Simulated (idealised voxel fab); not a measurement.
process module | voxel capacitor over wiring
cross-section cut | 200 nm wide | cells 5 nm
A cross-section is a grid of square cells, given in bands from the top down. A band is one or more rows of cells.
Each band's line starts with the height of the band's top and of its bottom, in nm. Then come its materials from left to right, each with its width in nm. One material with "throughout" fills the band from edge to edge. "air" is empty space.
Height 0 is the level under which the wafer as received is all one material. The lowest band goes on downwards, as in "0 down".
A width such as "30 to 40" changes by the same amount from each row of cells to the next, from the band's top row to its bottom row.
"no change" after a step means that no cell of the cross-section changed.
closed voids: empty space of 8 cells or more with no open way to the top, each as width x height at its distance from the left edge, in nm
after a step's settings: what the simulator itself notes on the step
overlay nm, on a step with a mask: how far to the right of its planned place the mask lay; to the left if negative
plan
1 op RECEIVE | material Si
2 op CONFORMAL_DEP | material SiO2 | thk nm 15
3 op DIRECTIONAL_DEP | material TiN | thk nm 5
4 op DIRECTIONAL_DEP | material W | thk nm 25
5 op DIRECTIONAL_DEP | material aC | thk nm 15
6 op PATTERN | tone cover | mask id METAL_1 | material resist | width nm 25 | pitch nm 95 | thk nm 30 | overlay nm 0
7 op DIRECTIONAL_ETCH | etch materials aC | depth nm 15
8 op STRIP | etch materials resist
9 op DIRECTIONAL_ETCH | etch materials W | depth nm 25
10 op DIRECTIONAL_ETCH | etch materials TiN | depth nm 5
11 op STRIP | etch materials aC
12 op FILL_DEP | material SiO2 | thk nm 10
13 op CMP | height nm 45
14 op CONFORMAL_DEP | material SiCN | thk nm 5
15 op DIRECTIONAL_DEP | material lowk | thk nm 20
16 op DIRECTIONAL_DEP | material aC | thk nm 15
17 op PATTERN | tone open | mask id PLUG_1 | material resist | width nm 15 | thk nm 30 | overlay nm 0
18 op DIRECTIONAL_ETCH | etch materials aC | depth nm 15
19 op STRIP | etch materials resist
20 op DIRECTIONAL_ETCH | etch materials lowk | depth nm 20
21 op DIRECTIONAL_ETCH | etch materials SiCN | depth nm 5
22 op STRIP | etch materials aC
23 op CONFORMAL_DEP | material TiN | thk nm 5
24 op FILL_DEP | material Cu | thk nm 5
25 op CMP | height nm 70
26 op DIRECTIONAL_DEP | material TiN | thk nm 10
27 op DIRECTIONAL_DEP | material HfO2 | thk nm 5
28 op DIRECTIONAL_DEP | material TiN | thk nm 5
29 op MASKED_ETCH | tone cover | mask id UPPER_PLATE | width nm 75 | etch materials TiN | depth nm 5 | overlay nm 0
30 op MASKED_ETCH | tone cover | mask id UPPER_PLATE | width nm 75 | etch materials HfO2 | depth nm 5 | overlay nm 0
31 op MASKED_ETCH | tone cover | mask id LOWER_PLATE | width nm 85 | etch materials TiN | depth nm 10 | overlay nm 0
32 op FILL_DEP | material SiO2 | thk nm 15
33 op CMP | height nm 100
34 op PATTERN | tone open | mask id PLUG_2 | material resist | width nm 15 | thk nm 20 | overlay nm 0
35 op DIRECTIONAL_ETCH | etch materials SiO2 | depth nm 10
36 op STRIP | etch materials resist
37 op CONFORMAL_DEP | material TiN | thk nm 5
38 op FILL_DEP | material W | thk nm 5
39 op CMP | height nm 100
40 op CONFORMAL_DEP | material SiN | thk nm 5
as received, after step 1
  0 down: Si throughout
  closed voids: none
a wafer at the end: this start, this plan, one mistake
  105 to 100: SiN throughout
  100 to 95: SiO2 65 | TiN 5 | W 5 | TiN 5 | SiO2 120
  95 to 85: SiO2 65 to 50 | TiN 15 to 75 | SiO2 120 to 75
  85 to 80: SiO2 50 | HfO2 75 | SiO2 75
  80 to 70: SiO2 45 | TiN 85 | SiO2 70
  70 to 50: lowk 50 | TiN 5 | Cu 5 | TiN 5 | lowk 135
  50 to 45: SiCN 50 | TiN 15 | SiCN 135
  45 to 20: SiO2 40 | W 25 | SiO2 70 | W 25 | SiO2 40
  20 to 15: SiO2 40 | TiN 25 | SiO2 70 | TiN 25 | SiO2 40
  15 to 0: SiO2 throughout
  0 down: Si throughout
  closed voids: none
what went wrong: step 34 ran as: op PATTERN | tone open | mask id PLUG_2 | material resist | width nm 15 | thk nm 20 | overlay nm 5
